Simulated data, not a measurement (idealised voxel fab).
process module | voxel transistor to metal
cross-section cut | 195 nm wide | cells 5 nm
A cross-section is a grid of square cells, given in bands from the top down. A band is one or more rows of cells.
Each band's line starts with the height of the band's top and of its bottom, in nm. Then come its materials from left to right, each with its width in nm. One material with "throughout" fills the band from edge to edge. "air" is empty space.
Height 0 is the level under which the wafer as received is all one material. The lowest band goes on downwards, as in "0 down".
A width such as "30 to 40" changes by the same amount from each row of cells to the next, from the band's top row to its bottom row.
"no change" after a step means that no cell of the cross-section changed.
closed voids: empty space of 8 cells or more with no open way to the top, each as width x height at its distance from the left edge, in nm
after a step's settings: what the simulator itself notes on the step
overlay nm, on a step with a mask: how far to the right of its planned place the mask lay; to the left if negative
plan
1 op RECEIVE | material Si
2 op OXIDIZE | depth nm 5
3 op CONFORMAL_DEP | material SiN | thk nm 10
4 op MASKED_ETCH | tone cover | mask id ACTIVE | width nm 115 | etch materials SiN | depth nm 10 | overlay nm 0
5 op MASKED_ETCH | tone cover | mask id ACTIVE | width nm 115 | etch materials SiO2 | depth nm 5 | overlay nm 0
6 op MASKED_ETCH | tone cover | mask id ACTIVE | width nm 115 | etch materials Si | depth nm 35 | overlay nm 0
7 op FILL_DEP | material SiO2 | thk nm 10
8 op CMP | height nm 10
9 op SELECTIVE_ETCH | etch materials SiO2 | depth nm 10
10 op STRIP | etch materials SiN
11 op SELECTIVE_ETCH | etch materials SiO2 | depth nm 5
12 op OXIDIZE | depth nm 5
13 op DIRECTIONAL_DEP | material polySi | thk nm 30
14 op DIRECTIONAL_DEP | material SiCN | thk nm 15
15 op DIRECTIONAL_DEP | material aC | thk nm 10
16 op PATTERN | tone cover | mask id GATE | material resist | width nm 25 | thk nm 30 | overlay nm 0
17 op DIRECTIONAL_ETCH | etch materials aC | depth nm 10
18 op STRIP | etch materials resist
19 op DIRECTIONAL_ETCH | etch materials SiCN | depth nm 25
20 op DIRECTIONAL_ETCH | etch materials polySi | depth nm 40
21 op STRIP | etch materials aC
22 op CONFORMAL_DEP | material SiO2 | thk nm 5
23 op DIRECTIONAL_ETCH | etch materials SiO2 | depth nm 5
24 op CONFORMAL_DEP | material SiN | thk nm 5
25 op DIRECTIONAL_ETCH | etch materials SiN | depth nm 5
26 op DIRECTIONAL_ETCH | etch materials SiO2 | depth nm 5
27 op EPI | material nSi | thk nm 5
28 op FILL_DEP | material SiO2 | thk nm 10
29 op CMP | height nm 40
30 op DIRECTIONAL_DEP | material SiO2 | thk nm 10
31 op PATTERN | tone open | mask id CONTACT | material resist | width nm 15 | pitch nm 80 | thk nm 15 | overlay nm 0
32 op DIRECTIONAL_ETCH | etch materials SiO2 | depth nm 55
33 op STRIP | etch materials resist
34 op CONFORMAL_DEP | material TiN | thk nm 5
35 op FILL_DEP | material Ru | thk nm 10
36 op CMP | height nm 50
37 op CONFORMAL_DEP | material SiN | thk nm 5
38 op DIRECTIONAL_DEP | material SiO2 | thk nm 20
39 op DIRECTIONAL_DEP | material aC | thk nm 15
40 op PATTERN | tone open | mask id METAL_1 | material resist | width nm 15 | pitch nm 80 | thk nm 35 | overlay nm 0
41 op DIRECTIONAL_ETCH | etch materials aC | depth nm 15
42 op STRIP | etch materials resist
43 op DIRECTIONAL_ETCH | etch materials SiO2 | depth nm 20
44 op DIRECTIONAL_ETCH | etch materials SiN | depth nm 5
45 op STRIP | etch materials aC
46 op CONFORMAL_DEP | material TiN | thk nm 5
47 op FILL_DEP | material Cu | thk nm 10
48 op CMP | height nm 75
49 op CONFORMAL_DEP | material SiCN | thk nm 5
first wafer, as planned
as received, after step 1
  0 down: Si throughout
  closed voids: none
after step 2
  0 to -5: SiO2 throughout
  below -5: unchanged
after step 3
  10 to 0: SiN throughout
  below 0: unchanged
after step 4
  10 to 0: air 40 | SiN 115 | air 40
  below 0: unchanged
after step 5
  10 to 0: air 40 | SiN 115 | air 40
  0 to -5: air 40 | SiO2 115 | air 40
  below -5: unchanged
after step 6
  10 to 0: air 40 | SiN 115 | air 40
  0 to -5: air 40 | SiO2 115 | air 40
  -5 to -40: air 40 | Si 115 | air 40
  below -40: unchanged
after step 7
  20 to 10: SiO2 throughout
  10 to 0: SiO2 40 | SiN 115 | SiO2 40
  0 to -5: SiO2 throughout
  -5 to -40: SiO2 40 | Si 115 | SiO2 40
  below -40: unchanged
after step 8
  10 to 0: SiO2 40 | SiN 115 | SiO2 40
  below 0: unchanged
after step 9
  10 to 0: air 40 | SiN 115 | air 40
  below 0: unchanged
after step 10
  0 to -5: SiO2 throughout
  below -5: unchanged
after step 11
  -5 to -40: SiO2 40 | Si 115 | SiO2 40
  below -40: unchanged
after step 12
  -5 to -10: SiO2 throughout
  below -10: unchanged
after step 13
  25 to -5: polySi throughout
  below -5: unchanged
after step 14
  40 to 25: SiCN throughout
  below 25: unchanged
after step 15
  50 to 40: aC throughout
  below 40: unchanged
after step 16
  80 to 50: air 85 | resist 25 | air 85
  below 50: unchanged
after step 17
  70 to 50: air 85 | resist 25 | air 85
  50 to 40: air 85 | aC 25 | air 85
  below 40: unchanged
after step 18
  50 to 40: air 85 | aC 25 | air 85
  below 40: unchanged
after step 19
  50 to 40: air 85 | aC 25 | air 85
  40 to 25: air 85 | SiCN 25 | air 85
  below 25: unchanged
after step 20
  50 to 40: air 85 | aC 25 | air 85
  40 to 25: air 85 | SiCN 25 | air 85
  25 to -5: air 85 | polySi 25 | air 85
  below -5: unchanged
after step 21
  40 to 25: air 85 | SiCN 25 | air 85
  below 25: unchanged
after step 22
  45 to 40: air 80 | SiO2 35 | air 80
  40 to 25: air 80 | SiO2 5 | SiCN 25 | SiO2 5 | air 80
  25 to 0: air 80 | SiO2 5 | polySi 25 | SiO2 5 | air 80
  0 to -5: SiO2 85 | polySi 25 | SiO2 85
  below -5: unchanged
after step 23
  40 to 25: air 80 | SiO2 5 | SiCN 25 | SiO2 5 | air 80
  25 to -5: air 80 | SiO2 5 | polySi 25 | SiO2 5 | air 80
  below -5: unchanged
after step 24
  45 to 40: air 75 | SiN 45 | air 75
  40 to 25: air 75 | SiN 5 | SiO2 5 | SiCN 25 | SiO2 5 | SiN 5 | air 75
  25 to 0: air 75 | SiN 5 | SiO2 5 | polySi 25 | SiO2 5 | SiN 5 | air 75
  0 to -5: SiN 80 | SiO2 5 | polySi 25 | SiO2 5 | SiN 80
  below -5: unchanged
after step 25
  40 to 25: air 75 | SiN 5 | SiO2 5 | SiCN 25 | SiO2 5 | SiN 5 | air 75
  25 to -5: air 75 | SiN 5 | SiO2 5 | polySi 25 | SiO2 5 | SiN 5 | air 75
  below -5: unchanged
after step 26
  40 to 35: air 75 | SiN 5 | air 5 | SiCN 25 | air 5 | SiN 5 | air 75
  35 to 25: air 75 | SiN 5 | SiO2 5 | SiCN 25 | SiO2 5 | SiN 5 | air 75
  25 to -5: air 75 | SiN 5 | SiO2 5 | polySi 25 | SiO2 5 | SiN 5 | air 75
  -5 to -10: air 75 | SiO2 45 | air 75
  below -10: unchanged
after step 27
  40 to 35: air 75 | SiN 5 | air 5 | SiCN 25 | air 5 | SiN 5 | air 75
  35 to 25: air 75 | SiN 5 | SiO2 5 | SiCN 25 | SiO2 5 | SiN 5 | air 75
  25 to -5: air 75 | SiN 5 | SiO2 5 | polySi 25 | SiO2 5 | SiN 5 | air 75
  -5 to -10: air 35 | nSi 40 | SiO2 45 | nSi 40 | air 35
  below -10: unchanged
after step 28
  50 to 40: SiO2 throughout
  40 to 25: SiO2 75 | SiN 5 | SiO2 5 | SiCN 25 | SiO2 5 | SiN 5 | SiO2 75
  25 to -5: SiO2 75 | SiN 5 | SiO2 5 | polySi 25 | SiO2 5 | SiN 5 | SiO2 75
  -5 to -10: SiO2 35 | nSi 40 | SiO2 45 | nSi 40 | SiO2 35
  below -10: unchanged
after step 29
  40 to 25: SiO2 75 | SiN 5 | SiO2 5 | SiCN 25 | SiO2 5 | SiN 5 | SiO2 75
  below 25: unchanged
after step 30
  50 to 40: SiO2 throughout
  below 40: unchanged
after step 31
  65 to 50: resist 50 | air 15 | resist 65 | air 15 | resist 50
  below 50: unchanged
after step 32
  65 to 50: resist 50 | air 15 | resist 65 | air 15 | resist 50
  50 to 40: SiO2 50 | air 15 | SiO2 65 | air 15 | SiO2 50
  40 to 25: SiO2 50 | air 15 | SiO2 10 | SiN 5 | SiO2 5 | SiCN 25 | SiO2 5 | SiN 5 | SiO2 10 | air 15 | SiO2 50
  25 to -5: SiO2 50 | air 15 | SiO2 10 | SiN 5 | SiO2 5 | polySi 25 | SiO2 5 | SiN 5 | SiO2 10 | air 15 | SiO2 50
  below -5: unchanged
after step 33
  50 to 40: SiO2 50 | air 15 | SiO2 65 | air 15 | SiO2 50
  below 40: unchanged
after step 34
  55 to 50: TiN 55 | air 5 | TiN 75 | air 5 | TiN 55
  50 to 40: SiO2 50 | TiN 5 | air 5 | TiN 5 | SiO2 65 | TiN 5 | air 5 | TiN 5 | SiO2 50
  40 to 25: SiO2 50 | TiN 5 | air 5 | TiN 5 | SiO2 10 | SiN 5 | SiO2 5 | SiCN 25 | SiO2 5 | SiN 5 | SiO2 10 | TiN 5 | air 5 | TiN 5 | SiO2 50
  25 to 0: SiO2 50 | TiN 5 | air 5 | TiN 5 | SiO2 10 | SiN 5 | SiO2 5 | polySi 25 | SiO2 5 | SiN 5 | SiO2 10 | TiN 5 | air 5 | TiN 5 | SiO2 50
  0 to -5: SiO2 50 | TiN 15 | SiO2 10 | SiN 5 | SiO2 5 | polySi 25 | SiO2 5 | SiN 5 | SiO2 10 | TiN 15 | SiO2 50
  below -5: unchanged
after step 35
  65 to 55: Ru throughout
  55 to 50: TiN 55 | Ru 5 | TiN 75 | Ru 5 | TiN 55
  50 to 40: SiO2 50 | TiN 5 | Ru 5 | TiN 5 | SiO2 65 | TiN 5 | Ru 5 | TiN 5 | SiO2 50
  40 to 25: SiO2 50 | TiN 5 | Ru 5 | TiN 5 | SiO2 10 | SiN 5 | SiO2 5 | SiCN 25 | SiO2 5 | SiN 5 | SiO2 10 | TiN 5 | Ru 5 | TiN 5 | SiO2 50
  25 to 0: SiO2 50 | TiN 5 | Ru 5 | TiN 5 | SiO2 10 | SiN 5 | SiO2 5 | polySi 25 | SiO2 5 | SiN 5 | SiO2 10 | TiN 5 | Ru 5 | TiN 5 | SiO2 50
  below 0: unchanged
after step 36
  50 to 40: SiO2 50 | TiN 5 | Ru 5 | TiN 5 | SiO2 65 | TiN 5 | Ru 5 | TiN 5 | SiO2 50
  below 40: unchanged
after step 37
  55 to 50: SiN throughout
  below 50: unchanged
after step 38
  75 to 55: SiO2 throughout
  below 55: unchanged
after step 39
  90 to 75: aC throughout
  below 75: unchanged
after step 40
  125 to 90: resist 50 | air 15 | resist 65 | air 15 | resist 50
  below 90: unchanged
after step 41
  110 to 90: resist 50 | air 15 | resist 65 | air 15 | resist 50
  90 to 75: aC 50 | air 15 | aC 65 | air 15 | aC 50
  below 75: unchanged
after step 42
  90 to 75: aC 50 | air 15 | aC 65 | air 15 | aC 50
  below 75: unchanged
after step 43
  90 to 75: aC 50 | air 15 | aC 65 | air 15 | aC 50
  75 to 55: SiO2 50 | air 15 | SiO2 65 | air 15 | SiO2 50
  below 55: unchanged
after step 44
  90 to 75: aC 50 | air 15 | aC 65 | air 15 | aC 50
  75 to 55: SiO2 50 | air 15 | SiO2 65 | air 15 | SiO2 50
  55 to 50: SiN 50 | air 15 | SiN 65 | air 15 | SiN 50
  below 50: unchanged
after step 45
  75 to 55: SiO2 50 | air 15 | SiO2 65 | air 15 | SiO2 50
  below 55: unchanged
after step 46
  80 to 75: TiN 55 | air 5 | TiN 75 | air 5 | TiN 55
  75 to 55: SiO2 50 | TiN 5 | air 5 | TiN 5 | SiO2 65 | TiN 5 | air 5 | TiN 5 | SiO2 50
  55 to 50: SiN 50 | TiN 15 | SiN 65 | TiN 15 | SiN 50
  below 50: unchanged
after step 47
  90 to 80: Cu throughout
  80 to 75: TiN 55 | Cu 5 | TiN 75 | Cu 5 | TiN 55
  75 to 55: SiO2 50 | TiN 5 | Cu 5 | TiN 5 | SiO2 65 | TiN 5 | Cu 5 | TiN 5 | SiO2 50
  below 55: unchanged
after step 48
  75 to 55: SiO2 50 | TiN 5 | Cu 5 | TiN 5 | SiO2 65 | TiN 5 | Cu 5 | TiN 5 | SiO2 50
  below 55: unchanged
after step 49
  80 to 75: SiCN throughout
  below 75: unchanged
second wafer: like start, like plan, one mistake. Through step 30 it matches the first wafer
when step 31 should have ended
  65 to 50: air 50 | resist 15 | air 65 | resist 15 | air 50
  below 50: unchanged
when step 32 should have ended
  65 to 50: air 50 | resist 15 | air 65 | resist 15 | air 50
  50 to 40: air 50 | SiO2 15 | air 65 | SiO2 15 | air 50
  40 to 25: air 50 | SiO2 15 | air 10 | SiN 5 | air 5 | SiCN 25 | air 5 | SiN 5 | air 10 | SiO2 15 | air 50
  25 to -5: air 50 | SiO2 15 | air 10 | SiN 5 | air 5 | polySi 25 | air 5 | SiN 5 | air 10 | SiO2 15 | air 50
  below -5: unchanged
when step 33 should have ended
  50 to 40: air 50 | SiO2 15 | air 65 | SiO2 15 | air 50
  below 40: unchanged
when step 34 should have ended
  55 to 50: air 45 | TiN 25 | air 55 | TiN 25 | air 45
  50 to 45: air 45 | TiN 5 | SiO2 15 | TiN 5 | air 55 | TiN 5 | SiO2 15 | TiN 5 | air 45
  45 to 40: air 45 | TiN 5 | SiO2 15 | TiN 65 | SiO2 15 | TiN 5 | air 45
  40 to 25: air 45 | TiN 5 | SiO2 15 | TiN 10 | SiN 5 | TiN 5 | SiCN 25 | TiN 5 | SiN 5 | TiN 10 | SiO2 15 | TiN 5 | air 45
  25 to 0: air 45 | TiN 5 | SiO2 15 | TiN 10 | SiN 5 | TiN 5 | polySi 25 | TiN 5 | SiN 5 | TiN 10 | SiO2 15 | TiN 5 | air 45
  0 to -5: TiN 50 | SiO2 15 | TiN 10 | SiN 5 | TiN 5 | polySi 25 | TiN 5 | SiN 5 | TiN 10 | SiO2 15 | TiN 50
  below -5: unchanged
when step 35 should have ended
  65 to 55: Ru throughout
  55 to 50: Ru 45 | TiN 25 | Ru 55 | TiN 25 | Ru 45
  50 to 45: Ru 45 | TiN 5 | SiO2 15 | TiN 5 | Ru 55 | TiN 5 | SiO2 15 | TiN 5 | Ru 45
  45 to 40: Ru 45 | TiN 5 | SiO2 15 | TiN 65 | SiO2 15 | TiN 5 | Ru 45
  40 to 25: Ru 45 | TiN 5 | SiO2 15 | TiN 10 | SiN 5 | TiN 5 | SiCN 25 | TiN 5 | SiN 5 | TiN 10 | SiO2 15 | TiN 5 | Ru 45
  25 to 0: Ru 45 | TiN 5 | SiO2 15 | TiN 10 | SiN 5 | TiN 5 | polySi 25 | TiN 5 | SiN 5 | TiN 10 | SiO2 15 | TiN 5 | Ru 45
  below 0: unchanged
when step 36 should have ended
  50 to 45: Ru 45 | TiN 5 | SiO2 15 | TiN 5 | Ru 55 | TiN 5 | SiO2 15 | TiN 5 | Ru 45
  below 45: unchanged
when step 37 should have ended
  55 to 50: SiN throughout
  below 50: unchanged
when step 38 should have ended
  75 to 55: SiO2 throughout
  below 55: unchanged
when step 39 should have ended
  90 to 75: aC throughout
  below 75: unchanged
when step 40 should have ended
  125 to 90: resist 50 | air 15 | resist 65 | air 15 | resist 50
  below 90: unchanged
when step 41 should have ended
  110 to 90: resist 50 | air 15 | resist 65 | air 15 | resist 50
  90 to 75: aC 50 | air 15 | aC 65 | air 15 | aC 50
  below 75: unchanged
when step 42 should have ended
  90 to 75: aC 50 | air 15 | aC 65 | air 15 | aC 50
  below 75: unchanged
when step 43 should have ended
  90 to 75: aC 50 | air 15 | aC 65 | air 15 | aC 50
  75 to 55: SiO2 50 | air 15 | SiO2 65 | air 15 | SiO2 50
  below 55: unchanged
when step 44 should have ended
  90 to 75: aC 50 | air 15 | aC 65 | air 15 | aC 50
  75 to 55: SiO2 50 | air 15 | SiO2 65 | air 15 | SiO2 50
  55 to 50: SiN 50 | air 15 | SiN 65 | air 15 | SiN 50
  below 50: unchanged
when step 45 should have ended
  75 to 55: SiO2 50 | air 15 | SiO2 65 | air 15 | SiO2 50
  below 55: unchanged
when step 46 should have ended
  80 to 75: TiN 55 | air 5 | TiN 75 | air 5 | TiN 55
  75 to 55: SiO2 50 | TiN 5 | air 5 | TiN 5 | SiO2 65 | TiN 5 | air 5 | TiN 5 | SiO2 50
  55 to 50: SiN 50 | TiN 15 | SiN 65 | TiN 15 | SiN 50
  below 50: unchanged
when step 47 should have ended
  90 to 80: Cu throughout
  80 to 75: TiN 55 | Cu 5 | TiN 75 | Cu 5 | TiN 55
  75 to 55: SiO2 50 | TiN 5 | Cu 5 | TiN 5 | SiO2 65 | TiN 5 | Cu 5 | TiN 5 | SiO2 50
  below 55: unchanged
when step 48 should have ended
  75 to 55: SiO2 50 | TiN 5 | Cu 5 | TiN 5 | SiO2 65 | TiN 5 | Cu 5 | TiN 5 | SiO2 50
  below 55: unchanged
when step 49 should have ended
  80 to 75: SiCN throughout
  below 75: unchanged
what went wrong: step 31 ran as: op PATTERN | tone cover | mask id CONTACT | material resist | width nm 15 | pitch nm 80 | thk nm 15 | overlay nm 0
at the end the second wafer has, in cells: 171 more of Ru | 234 fewer of SiO2 | 63 more of TiN
